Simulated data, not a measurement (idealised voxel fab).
You're looking at the process module voxel self aligned contacts.
cross-section cut | 200 nm wide | cells 5 nm
Heads up, the way a cross-section reads in here is a grid of square cells, handed over as bands from the top down, with every band being one or more rows of cells. First you get the band's top height and its bottom height, in nm, and then the materials it's made of, left to right, with each width in nm. If you see a single material with "all across", that one covers the band edge to edge. "empty" is empty space. Height datum 0, below which the as-received substrate wafer is one material. Lowest band open at the bottom, running downward: "0 down". The two numbers in a width such as "30 to 40" mark its ends across the band: the first belongs to the top row of cells, the second to the bottom row, and from each row to the next the width moves by the same amount. You'll sometimes find "nothing different" written for a step, and that's the way of saying that nowhere in the cross-section did a cell change during that step. Closed empty spaces (no open way to the top) of 8 cells or more are what "Non-vented voids" lists, each as width x height at distance from the left edge, nm for all three. On each step's line, the part that comes after the settings is the simulator's own comment on the step. For masked steps, "overlay nm" on the step line gives how far right of plan the mask actually lay; a minus sign means it lay to the left.
Steps planned for the process
1. RECEIVE,material Si
2. OXIDIZE,depth nm 5
3. DIRECTIONAL_DEP,material polySi,thk nm 30
4. DIRECTIONAL_DEP,material SiN,thk nm 20
5. DIRECTIONAL_DEP,material aC,thk nm 15
6. PATTERN,tone cover,mask id GATE,material resist,width nm 25,pitch nm 60,thk nm 35,overlay nm -10
7. DIRECTIONAL_ETCH,etch materials aC,depth nm 15
8. STRIP,etch materials resist
9. DIRECTIONAL_ETCH,etch materials SiN,depth nm 20
10. DIRECTIONAL_ETCH,etch materials polySi,depth nm 30
11. STRIP,etch materials aC
12. CONFORMAL_DEP,material SiN,thk nm 10
13. DIRECTIONAL_ETCH,etch materials SiN,depth nm 10
14. FILL_DEP,material SiO2,thk nm 20
15. CMP,height nm 60
16. PATTERN,tone open,mask id CONTACT,material resist,width nm 45,pitch nm 60,thk nm 15,overlay nm 0
17. DIRECTIONAL_ETCH,etch materials SiO2,depth nm 65
18. STRIP,etch materials resist
19. CONFORMAL_DEP,material TiN,thk nm 5
20. FILL_DEP,material Ru,thk nm 10
21. CMP,height nm 60
22. CONFORMAL_DEP,material SiCN,thk nm 5
What sets these wafers apart? The overlay nm at step 6. They all start alike, and the plan carries the first wafer's value.
Cut through the first of several wafers as received, post step 1
  0 down: Si all across
  Non-vented voids: none
Per wafer, end of module: cells gained (+) or lost (-) per material since receipt, then closed voids
overlay nm -10, +36 Ru, -40 Si, +40 SiCN, +180 SiN, +148 SiO2, +66 TiN, +90 polySi, Non-vented voids: none
overlay nm -5, +36 Ru, -40 Si, +40 SiCN, +180 SiN, +148 SiO2, +66 TiN, +90 polySi, Non-vented voids: none
overlay nm 0, +36 Ru, -40 Si, +40 SiCN, +180 SiN, +148 SiO2, +66 TiN, +90 polySi, Non-vented voids: none
overlay nm 5, +36 Ru, -40 Si, +40 SiCN, +180 SiN, +148 SiO2, +66 TiN, +90 polySi, Non-vented voids: none
overlay nm 10, +36 Ru, -40 Si, +40 SiCN, +180 SiN, +148 SiO2, +66 TiN, +90 polySi, Non-vented voids: none
overlay nm 15, +36 Ru, -40 Si, +40 SiCN, +180 SiN, +148 SiO2, +66 TiN, +90 polySi, Non-vented voids: none
